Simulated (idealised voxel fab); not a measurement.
process module | voxel wiring stack
cross-section cut | 160 nm wide | cells 5 nm
A cross-section is a grid of square cells, given in bands from the top down. A band is one or more rows of cells.
Each band's line starts with the height of the band's top and of its bottom, in nm. Then come its materials from left to right, each with its width in nm. One material with "throughout" fills the band from edge to edge. "air" is empty space.
Height 0 is the level under which the wafer as received is all one material. The lowest band goes on downwards, as in "0 down".
A width such as "30 to 40" changes by the same amount from each row of cells to the next, from the band's top row to its bottom row.
"no change" after a step means that no cell of the cross-section changed.
closed voids: empty space of 8 cells or more with no open way to the top, each as width x height at its distance from the left edge, in nm
after a step's settings: what the simulator itself notes on the step
overlay nm, on a step with a mask: how far to the right of its planned place the mask lay; to the left if negative
plan
1 op RECEIVE | material Si
2 op CONFORMAL_DEP | material SiO2 | thk nm 15
3 op CONFORMAL_DEP | material SiN | thk nm 5
4 op DIRECTIONAL_DEP | material SiO2 | thk nm 25
5 op PATTERN | tone open | mask id METAL_1 | material resist | width nm 25 | pitch nm 45 | thk nm 15 | overlay nm 0
6 op DIRECTIONAL_ETCH | etch materials SiO2 | depth nm 25
7 op DIRECTIONAL_ETCH | etch materials SiN | depth nm 5
8 op STRIP | etch materials resist
9 op CONFORMAL_DEP | material TiN | thk nm 5
10 op FILL_DEP | material Ru | thk nm 10
11 op CMP | height nm 45
12 op CONFORMAL_DEP | material SiCN | thk nm 5
13 op DIRECTIONAL_DEP | material SiO2 | thk nm 30
14 op MASKED_ETCH | tone open | mask id METAL_2 | width nm 15 | pitch nm 45 | etch materials SiO2 | depth nm 20 | overlay nm 0
15 op PATTERN | tone open | mask id METAL_2_HOLES | material resist | width nm 15 | thk nm 20 | overlay nm 0
16 op DIRECTIONAL_ETCH | etch materials SiO2 | depth nm 10
17 op DIRECTIONAL_ETCH | etch materials SiCN | depth nm 5
18 op STRIP | etch materials resist
19 op CONFORMAL_DEP | material TiN | thk nm 5
20 op FILL_DEP | material Cu | thk nm 10
21 op CMP | height nm 80
22 op CONFORMAL_DEP | material SiCN | thk nm 5
23 op DIRECTIONAL_DEP | material lowk | thk nm 10
24 op MASKED_ETCH | tone open | mask id PLUG_2 | width nm 15 | etch materials lowk | depth nm 10 | overlay nm 0
25 op MASKED_ETCH | tone open | mask id PLUG_2 | width nm 15 | etch materials SiCN | depth nm 5 | overlay nm 0
26 op CONFORMAL_DEP | material TiN | thk nm 5
27 op FILL_DEP | material Cu | thk nm 5
28 op CMP | height nm 95
29 op CONFORMAL_DEP | material SiCN | thk nm 5
30 op DIRECTIONAL_DEP | material SiO2 | thk nm 20
31 op MASKED_ETCH | tone open | mask id METAL_3 | width nm 25 | pitch nm 45 | etch materials SiO2 | depth nm 20 | overlay nm 0
32 op MASKED_ETCH | tone open | mask id METAL_3 | width nm 25 | pitch nm 45 | etch materials SiCN | depth nm 5 | overlay nm 0
33 op CONFORMAL_DEP | material TiN | thk nm 5
34 op FILL_DEP | material Cu | thk nm 5
35 op CMP | height nm 120
36 op CONFORMAL_DEP | material SiCN | thk nm 5
varied across the wafers: width nm of step 14. The plan shows the first wafer's value. All wafers start alike
first wafer as received, after step 1
  0 down: Si throughout
  closed voids: none
first wafer at the end, after step 36
  125 to 120: SiCN throughout
  120 to 100: SiO2 45 | TiN 5 | Cu 15 | TiN 5 | SiO2 20 | TiN 5 | Cu 15 | TiN 5 | SiO2 45
  100 to 95: SiCN 45 | TiN 25 | SiCN 20 | TiN 25 | SiCN 45
  95 to 85: lowk 45 | TiN 5 | Cu 5 | TiN 5 | lowk 100
  85 to 80: SiCN 45 | TiN 15 | SiCN 100
  80 to 70: SiO2 45 | TiN 5 to 10 | Cu 10 to 5 | TiN 5 | SiO2 30 | TiN 5 | Cu 5 | TiN 5 | SiO2 50
  70 to 65: SiO2 50 | TiN 5 | Cu 5 | TiN 5 | SiO2 30 | TiN 5 | Cu 5 | TiN 5 | SiO2 50
  65 to 60: SiO2 50 | TiN 15 | SiO2 30 | TiN 15 | SiO2 50
  60 to 50: SiO2 50 | TiN 10 | SiO2 100
  50 to 45: SiCN 50 | TiN 10 | SiCN 100
  45 to 20: SiO2 45 | TiN 5 | Ru 15 | TiN 5 | SiO2 20 | TiN 5 | Ru 15 | TiN 5 | SiO2 45
  20 to 15: SiN 45 | TiN 25 | SiN 20 | TiN 25 | SiN 45
  15 to 0: SiO2 throughout
  0 down: Si throughout
  closed voids: none
last wafer at the end
  125 to 120: SiCN throughout
  120 to 100: SiO2 45 | TiN 5 | Cu 15 | TiN 5 | SiO2 20 | TiN 5 | Cu 15 | TiN 5 | SiO2 45
  100 to 95: SiCN 45 | TiN 25 | SiCN 20 | TiN 25 | SiCN 45
  95 to 85: lowk 45 | TiN 5 | Cu 5 | TiN 5 | lowk 100
  85 to 80: SiCN 45 | TiN 15 | SiCN 100
  80 to 65: SiO2 45 | TiN 5 | Cu 20 | TiN 5 | SiO2 15 | TiN 5 | Cu 20 | TiN 5 | SiO2 40
  65 to 60: SiO2 45 | TiN 5 | Cu 5 | TiN 20 | SiO2 15 | TiN 30 | SiO2 40
  60 to 50: SiO2 45 | TiN 5 | Cu 5 | TiN 5 | SiO2 100
  50 to 45: SiCN 45 | TiN 15 | SiCN 100
  45 to 20: SiO2 45 | TiN 5 | Ru 15 | TiN 5 | SiO2 20 | TiN 5 | Ru 15 | TiN 5 | SiO2 45
  20 to 15: SiN 45 | TiN 25 | SiN 20 | TiN 25 | SiN 45
  15 to 0: SiO2 throughout
  0 down: Si throughout
  closed voids: none
each wafer at the end: cells of each material gained (+) or lost (-) since it was received, then its closed voids
width nm 15 | +33 Cu | +30 Ru | +113 SiCN | +22 SiN | +456 SiO2 | +88 TiN | +58 lowk | closed voids: none
width nm 20 | +39 Cu | +30 Ru | +113 SiCN | +22 SiN | +448 SiO2 | +90 TiN | +58 lowk | closed voids: none
width nm 25 | +47 Cu | +30 Ru | +112 SiCN | +22 SiN | +440 SiO2 | +91 TiN | +58 lowk | closed voids: none
width nm 30 | +53 Cu | +30 Ru | +112 SiCN | +22 SiN | +432 SiO2 | +93 TiN | +58 lowk | closed voids: none
